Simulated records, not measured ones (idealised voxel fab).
Proc. module: voxel ribs on slabs
Square cells of 5 nm make up the cross-section cut, whose width is 250 nm.
A cross-section is a grid of square cells, given in bands from the top down. A band is one or more rows of cells. Band: top and bottom heights (nm) first, top before bottom; then materials from left to right, widths in nm. "all across" marks a sole material filling the band edge to edge. "blank" denotes empty space. Height reference: 0 = level under which incoming wafer is all one material. Lowest band: no bottom, runs on downward, e.g. "z 0 and below". So if you see something like "30 to 40" for the width, read it as the top row of the band sitting at the first number and the bottom row at the second, with every row in between moving by the same amount as the last. When a step is marked "no modification", none of the cells in the cross-section changed during that step. "Enclosed void list": sealed empty spaces, 8 cells or more, no open way to top, listed width x height at distance, with distance from the left edge and width, height and distance in nm. On each step's line, the part that comes after the settings is the simulator's own comment on the step. The setting "overlay nm" may be written on the line of a step. When the step uses a mask, the value reports how far to the right of the planned place the mask lay, and a negative value reports that it lay to the left.
**Steps in the process plan**
step 1: RECEIVE [material Si]
step 2: DIRECTIONAL_DEP [material SiO2] [thk nm 20]
step 3: DIRECTIONAL_DEP [material SiN] [thk nm 25]
step 4: PATTERN [tone cover] [mask id RIB] [material resist] [width nm 25] [thk nm 15] [overlay nm 0]
step 5: DIRECTIONAL_ETCH [etch materials SiN] [depth nm 5]
step 6: STRIP [etch materials resist]
step 7: DIRECTIONAL_DEP [material aC] [thk nm 10]
step 8: PATTERN [tone cover] [mask id SLAB] [material resist] [width nm 55] [thk nm 25] [overlay nm 0]
step 9: DIRECTIONAL_ETCH [etch materials aC] [depth nm 10]
step 10: STRIP [etch materials resist]
step 11: DIRECTIONAL_ETCH [etch materials SiN] [depth nm 20]
step 12: STRIP [etch materials aC]
step 13: FILL_DEP [material SiO2] [thk nm 25]
step 14: CMP [height nm 65]
step 15: DIRECTIONAL_DEP [material TiN] [thk nm 10]
step 16: DIRECTIONAL_DEP [material aC] [thk nm 15]
step 17: PATTERN [tone cover] [mask id HEATER] [material resist] [width nm 35] [thk nm 35] [overlay nm 0]
step 18: DIRECTIONAL_ETCH [etch materials aC] [depth nm 15]
step 19: STRIP [etch materials resist]
step 20: DIRECTIONAL_ETCH [etch materials TiN] [depth nm 10]
step 21: STRIP [etch materials aC]
step 22: CONFORMAL_DEP [material SiN] [thk nm 10]
**On the first of the two wafers: run conducted according to plan**
**Shown in cross-section is the wafer as received, that is, as it stands after step 1**
> z 0 and below: Si all across
> Enclosed void list: none
**Step 2 complete: cross-section through the wafer**
> z 20 to 0: SiO2 all across
> Rest of section, below 0: as before.
**Step 3 complete: cross-section through the wafer**
> z 45 to 20: SiN all across
> Rest of section, below 20: as before.
**Step 4 complete: cross-section through the wafer**
> z 60 to 45: blank (110) | resist (25) | blank (115)
> Rest of section, below 45: as before.
**Step 5 complete: cross-section through the wafer**
> z 60 to 45: blank (110) | resist (25) | blank (115)
> z 45 to 40: blank (110) | SiN (25) | blank (115)
> Rest of section, below 40: as before.
**Step 6 complete: cross-section through the wafer**
> z 45 to 40: blank (110) | SiN (25) | blank (115)
> Rest of section, below 40: as before.
**Step 7 complete: cross-section through the wafer**
> z 55 to 50: blank (110) | aC (25) | blank (115)
> z 50 to 45: aC all across
> z 45 to 40: aC (110) | SiN (25) | aC (115)
> Rest of section, below 40: as before.
**Step 8 complete: cross-section through the wafer**
> z 80 to 55: blank (95) | resist (55) | blank (100)
> z 55 to 50: blank (95) | resist (15) | aC (25) | resist (15) | blank (100)
> Rest of section, below 50: as before.
**Step 9 complete: cross-section through the wafer**
> z 70 to 55: blank (95) | resist (55) | blank (100)
> z 55 to 50: blank (95) | resist (15) | aC (25) | resist (15) | blank (100)
> z 50 to 45: blank (95) | aC (55) | blank (100)
> z 45 to 40: blank (95) | aC (15) | SiN (25) | aC (15) | blank (100)
> Rest of section, below 40: as before.
**Step 10 complete: cross-section through the wafer**
> z 55 to 45: blank (110 to 95) | aC (25 to 55) | blank (115 to 100)
> Rest of section, below 45: as before.
**Step 11 complete: cross-section through the wafer**
> z 55 to 45: blank (110 to 95) | aC (25 to 55) | blank (115 to 100)
> z 45 to 40: blank (95) | aC (15) | SiN (25) | aC (15) | blank (100)
> z 40 to 20: blank (95) | SiN (55) | blank (100)
> Rest of section, below 20: as before.
**Step 12 complete: cross-section through the wafer**
> z 45 to 40: blank (110) | SiN (25) | blank (115)
> Rest of section, below 40: as before.
**Step 13 complete: cross-section through the wafer**
> z 70 to 45: SiO2 all across
> z 45 to 40: SiO2 (110) | SiN (25) | SiO2 (115)
> z 40 to 20: SiO2 (95) | SiN (55) | SiO2 (100)
> Rest of section, below 20: as before.
**Step 14 complete: cross-section through the wafer**
> z 65 to 45: SiO2 all across
> Rest of section, below 45: as before.
**Step 15 complete: cross-section through the wafer**
> z 75 to 65: TiN all across
> Rest of section, below 65: as before.
**Step 16 complete: cross-section through the wafer**
> z 90 to 75: aC all across
> Rest of section, below 75: as before.
**Step 17 complete: cross-section through the wafer**
> z 125 to 90: blank (105) | resist (35) | blank (110)
> Rest of section, below 90: as before.
**Step 18 complete: cross-section through the wafer**
> z 110 to 90: blank (105) | resist (35) | blank (110)
> z 90 to 75: blank (105) | aC (35) | blank (110)
> Rest of section, below 75: as before.
**Step 19 complete: cross-section through the wafer**
> z 90 to 75: blank (105) | aC (35) | blank (110)
> Rest of section, below 75: as before.
**Step 20 complete: cross-section through the wafer**
> z 90 to 75: blank (105) | aC (35) | blank (110)
> z 75 to 65: blank (105) | TiN (35) | blank (110)
> Rest of section, below 65: as before.
**Step 21 complete: cross-section through the wafer**
> z 75 to 65: blank (105) | TiN (35) | blank (110)
> Rest of section, below 65: as before.
**Step 22 complete: cross-section through the wafer**
> z 85 to 75: blank (95) | SiN (55) | blank (100)
> z 75 to 65: SiN (105) | TiN (35) | SiN (110)
> Rest of section, below 65: as before.
**The second wafer was prepared from the same starting point and under the same plan as the first; its processing contained one mistake, and it remains indistinguishable from the first wafer up to and including step 21**
The second wafer in cross-section, at the planned close of step 22: no modification
Error vs. plan: no execution of plan step 22; skipped
Final difference in cells, second wafer against first, listed per material as more or fewer: -108 SiN
